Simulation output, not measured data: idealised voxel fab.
Process module name: voxel self aligned contacts
Shown is cross-section cut, with a width of 245 nm and square cells of size 5 nm.
When this document writes out a cross-section, it uses a grid of square cells and lists it as bands, beginning at the top and moving down, with a band standing for one or more rows of cells. Band: top height; bottom height; in nm. Then, left to right: material with width in nm, for each material. "all across": a single material spanning edge to edge. "blank": empty space. Heights are reckoned from 0. Under this level, the received wafer is all of one material. The bottommost band is open-ended downward, for example "z 0 and below". Width "30->40": first value at the band's top row of cells, second value at its bottom row, equal change from row to row. Take "no alteration" at face value: in the step it is given for, the cross-section changed in none of its cells. The label "Closed void roster" introduces a list of the empty spaces, 8 cells or larger, that have no open way up to the top; each entry in it reads width x height at distance, where the distance is taken from the left edge and all three are stated in nm. If you see something after the settings on a step's line, that's the simulator's own remark about that step. overlay nm: step with mask; distance mask lay right of planned place; negative value = left of planned place. How should the pairs below be read? Each gives the cross-section before one process step and the cross-section after it, the latter drawn only to the lowest band that changed; the step that lies between them, with its settings, appears under the pair. Does a pair pick up where the pair above left off? Only where its entry headed "Geometry before processing" says so, since pairs can come from different runs of this module on the same starting wafer.

Geometry before processing:
* z 45 to 40: SiO2 (100), then blank (45), then SiO2 (100)
* z 40 to 20: SiO2 (80), then SiN (45), then blank (15), then SiN (45), then SiO2 (60)
* z 20 to 0: SiO2 (80), then SiN (5), then polySi (35), then SiN (5), then blank (15), then SiN (5), then polySi (35), then SiN (5), then SiO2 (60)
* z 0 to -5: SiO2 (125), then blank (15), then SiO2 (105)
* z -5 and below: Si all across
* Closed void roster: none

After the Step:
* z 50 to 45: TiN (105), then blank (35), then TiN (105)
* z 45 to 40: SiO2 (100), then TiN (30), then blank (5), then TiN (10), then SiO2 (100)
* z 40 to 20: SiO2 (80), then SiN (45), then TiN (5), then blank (5), then TiN (5), then SiN (45), then SiO2 (60)
* z 20 to 0: SiO2 (80), then SiN (5), then polySi (35), then SiN (5), then TiN (5), then blank (5), then TiN (5), then SiN (5), then polySi (35), then SiN (5), then SiO2 (60)
* z 0 to -5: SiO2 (125), then TiN (15), then SiO2 (105)
* Below -5, no change.
* Closed void roster: none
the step between: CONFORMAL_DEP | material TiN | thk nm 5

Geometry before processing: as in the pair right above, post-step view.

After the Step:
* z 60 to 50: W all across
* z 50 to 45: TiN (105), then W (35), then TiN (105)
* z 45 to 40: SiO2 (100), then TiN (30), then W (5), then TiN (10), then SiO2 (100)
* z 40 to 20: SiO2 (80), then SiN (45), then TiN (5), then W (5), then TiN (5), then SiN (45), then SiO2 (60)
* z 20 to 0: SiO2 (80), then SiN (5), then polySi (35), then SiN (5), then TiN (5), then W (5), then TiN (5), then SiN (5), then polySi (35), then SiN (5), then SiO2 (60)
* Below 0, no change.
* Closed void roster: none
the step between: FILL_DEP | material W | thk nm 10

Geometry before processing: as in the pair right above, post-step view.

After the Step:
* z 45 to 40: SiO2 (100), then TiN (30), then W (5), then TiN (10), then SiO2 (100)
* Below 40, no change.
* Closed void roster: none
the step between: CMP | height nm 45

Geometry before processing: as in the pair right above, post-step view.

After the Step:
* z 50 to 45: SiN all across
* Below 45, no change.
* Closed void roster: none
the step between: CONFORMAL_DEP | material SiN | thk nm 5

Geometry before processing:
* z 45 to 40: SiO2 (100), then TiN (20), then W (5), then TiN (20), then SiO2 (100)
* z 40 to 20: SiO2 (70), then SiN (45), then TiN (5), then W (5), then TiN (5), then SiN (45), then SiO2 (70)
* z 20 to 0: SiO2 (70), then SiN (5), then polySi (35), then SiN (5), then TiN (5), then W (5), then TiN (5), then SiN (5), then polySi (35), then SiN (5), then SiO2 (70)
* z 0 to -5: SiO2 (115), then TiN (15), then SiO2 (115)
* z -5 and below: Si all across
* Closed void roster: none

After the Step:
* z 50 to 45: polySi all across
* Below 45, no change.
* Closed void roster: none
the step between: CONFORMAL_DEP | material polySi | thk nm 5

Geometry before processing:
* z 45 to 40: SiO2 all across
* z 40 to 20: SiO2 (70), then SiN (45), then SiO2 (15), then SiN (45), then SiO2 (70)
* z 20 to 0: SiO2 (70), then SiN (5), then polySi (35), then SiN (5), then SiO2 (15), then SiN (5), then polySi (35), then SiN (5), then SiO2 (70)
* z 0 to -5: SiO2 all across
* z -5 and below: Si all across
* Closed void roster: none

After the Step:
* z 45 to 40: blank (100), then SiO2 (45), then blank (100)
* z 40 to 20: blank (70), then SiN (45), then SiO2 (15), then SiN (45), then blank (70)
* z 20 to 0: blank (70), then SiN (5), then polySi (35), then SiN (5), then SiO2 (15), then SiN (5), then polySi (35), then SiN (5), then blank (70)
* z 0 to -5: blank (70), then SiO2 (105), then blank (70)
* Below -5, no change.
* Closed void roster: none
the step between: MASKED_ETCH | tone cover | mask id CONTACT | width nm 45 | etch materials SiO2 | depth nm 50 | overlay nm 0

Geometry before processing: as in the pair right above, post-step view.

After the Step:
* z 50 to 45: blank (95), then TiN (55), then blank (95)
* z 45 to 40: blank (65), then TiN (35), then SiO2 (45), then TiN (35), then blank (65)
* z 40 to 20: blank (65), then TiN (5), then SiN (45), then SiO2 (15), then SiN (45), then TiN (5), then blank (65)
* z 20 to 0: blank (65), then TiN (5), then SiN (5), then polySi (35), then SiN (5), then SiO2 (15), then SiN (5), then polySi (35), then SiN (5), then TiN (5), then blank (65)
* z 0 to -5: TiN (70), then SiO2 (105), then TiN (70)
* Below -5, no change.
* Closed void roster: none
the step between: CONFORMAL_DEP | material TiN | thk nm 5

Geometry before processing: as in the pair right above, post-step view.

After the Step:
* z 60 to 50: W all across
* z 50 to 45: W (95), then TiN (55), then W (95)
* z 45 to 40: W (65), then TiN (35), then SiO2 (45), then TiN (35), then W (65)
* z 40 to 20: W (65), then TiN (5), then SiN (45), then SiO2 (15), then SiN (45), then TiN (5), then W (65)
* z 20 to 0: W (65), then TiN (5), then SiN (5), then polySi (35), then SiN (5), then SiO2 (15), then SiN (5), then polySi (35), then SiN (5), then TiN (5), then W (65)
* Below 0, no change.
* Closed void roster: none
the step between: FILL_DEP | material W | thk nm 10

Geometry before processing: as in the pair right above, post-step view.

After the Step:
* z 45 to 40: W (65), then TiN (35), then SiO2 (45), then TiN (35), then W (65)
* Below 40, no change.
* Closed void roster: none
the step between: CMP | height nm 45

Geometry before processing: as in the pair right above, post-step view.

After the Step:
* z 50 to 45: SiN all across
* Below 45, no change.
* Closed void roster: none
the step between: CONFORMAL_DEP | material SiN | thk nm 5
